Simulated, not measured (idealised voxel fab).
process module | voxel gate over fins
Square cell edge 5 nm, section width 295 nm, ID cut.
We lay out every cross-section as a grid of square cells and spell it out in bands from the top down, where one band means one or more rows of cells. This entry defines a band. It first specifies the height of the band's top and the height of its bottom in nm, and then specifies the band's materials from left to right, stating each material with its width in nm. The word "everywhere" identifies a single material that fills the band from edge to edge, while the word "air" identifies empty space. Zero point of the height axis is 0; under it, received wafer = one material. Lowest band: continues down indefinitely, "from 0 down". Think of "30->40" as a width that walks from the first number to the second as you go down the band, top row to bottom row, taking equal-sized steps from row to row. "nothing changed" after a step means that no cell of the cross-section changed. Voids not open to the top, 8 cells minimum: see "Sealed voids". Written width x height at distance; distance is from the left edge; nm. Post-settings text on a step line: simulator's own remark regarding the step. If you see "overlay nm" on a step's line and that step has a mask, it's telling you how far right of where it was planned the mask ended up; a negative number means it went left instead.

### Steps planned for the process
step 1: RECEIVE | material Si
step 2: CONFORMAL_DEP | material SiN | thk nm 5
step 3: PATTERN | tone cover | mask id FINS | material resist | width nm 15 | pitch nm 35 | thk nm 15 | overlay nm 0
step 4: DIRECTIONAL_ETCH | etch materials SiN | depth nm 5
step 5: DIRECTIONAL_ETCH | etch materials Si | depth nm 40
step 6: STRIP | etch materials resist
step 7: FILL_DEP | material SiO2 | thk nm 5
step 8: CMP | height nm 5
step 9: SELECTIVE_ETCH | etch materials SiO2 | depth nm 20
step 10: STRIP | etch materials SiN
step 11: CONFORMAL_DEP | material HfO2 | thk nm 5
step 12: CONFORMAL_DEP | material TiN | thk nm 5
step 13: CONFORMAL_DEP | material TiAl | thk nm 5
step 14: CONFORMAL_DEP | material TiN | thk nm 5
step 15: FILL_DEP | material W | thk nm 15
step 16: CMP | height nm 30
step 17: CONFORMAL_DEP | material SiCN | thk nm 10

### Cross-section, incoming material, after step 1
> from 0 down | Si everywhere
> Sealed voids: none

### The first of the two wafers as seen in cross-section once the module was finished; processing followed the plan
> from 40 to 30 | SiCN everywhere
> from 30 to 20 | W everywhere
> from 20 to 15 | W 65  TiN 160  W 70
> from 15 to 10 | W 65  TiN 5  TiAl 150  TiN 5  W 70
> from 10 to 5 | W 65  TiN 5  TiAl 5  TiN 140  TiAl 5  TiN 5  W 70
> from 5 to 0 | TiN 70  TiAl 5  TiN 5  HfO2 25  TiN 10  HfO2 25  TiN 10  HfO2 25  TiN 10  HfO2 25  TiN 5  TiAl 5  TiN 75
> from 0 to -5 | TiAl 75  TiN 5  HfO2 5  Si 15  HfO2 5  TiN 10  HfO2 5  Si 15  HfO2 5  TiN 10  HfO2 5  Si 15  HfO2 5  TiN 10  HfO2 5  Si 15  HfO2 5  TiN 5  TiAl 80
> from -5 to -10 | TiN 80  HfO2 5  Si 15  HfO2 5  TiN 10  HfO2 5  Si 15  HfO2 5  TiN 10  HfO2 5  Si 15  HfO2 5  TiN 10  HfO2 5  Si 15  HfO2 5  TiN 85
> from -10 to -15 | HfO2 85  Si 15  HfO2 20  Si 15  HfO2 20  Si 15  HfO2 20  Si 15  HfO2 90
> from -15 to -40 | SiO2 85  Si 15  SiO2 20  Si 15  SiO2 20  Si 15  SiO2 20  Si 15  SiO2 90
> from -40 down | Si everywhere
> Sealed voids: none

### Cross-section at end of module for the second wafer of two, which matched the first in starting point and plan and differed by one mistake in its processing
> from 40 to 30 | SiCN everywhere
> from 30 to 20 | W everywhere
> from 20 to 15 | TiN everywhere
> from 15 to 10 | TiAl everywhere
> from 10 to 5 | TiN everywhere
> from 5 to 0 | HfO2 90  TiN 5  HfO2 30  TiN 5  HfO2 30  TiN 5  HfO2 30  TiN 5  HfO2 95
> from 0 to -10 | Si 85  HfO2 5  TiN 5  HfO2 5  Si 20  HfO2 5  TiN 5  HfO2 5  Si 20  HfO2 5  TiN 5  HfO2 5  Si 20  HfO2 5  TiN 5  HfO2 5  Si 90
> from -10 to -15 | Si 85  HfO2 15  Si 20  HfO2 15  Si 20  HfO2 15  Si 20  HfO2 15  Si 90
> from -15 to -40 | Si 85  SiO2 15  Si 20  SiO2 15  Si 20  SiO2 15  Si 20  SiO2 15  Si 90
> from -40 down | Si everywhere
> Sealed voids: none
So what did we get wrong on this run? step 3 did not use the planned setting and instead ran as PATTERN | tone open | mask id FINS | material resist | width nm 15 | pitch nm 35 | thk nm 15 | overlay nm 0
Looking at both finished wafers in cells, the second ends up ahead of or behind the first on some materials: +280 Si; -175 SiO2; -6 TiAl; -18 TiN; -81 W
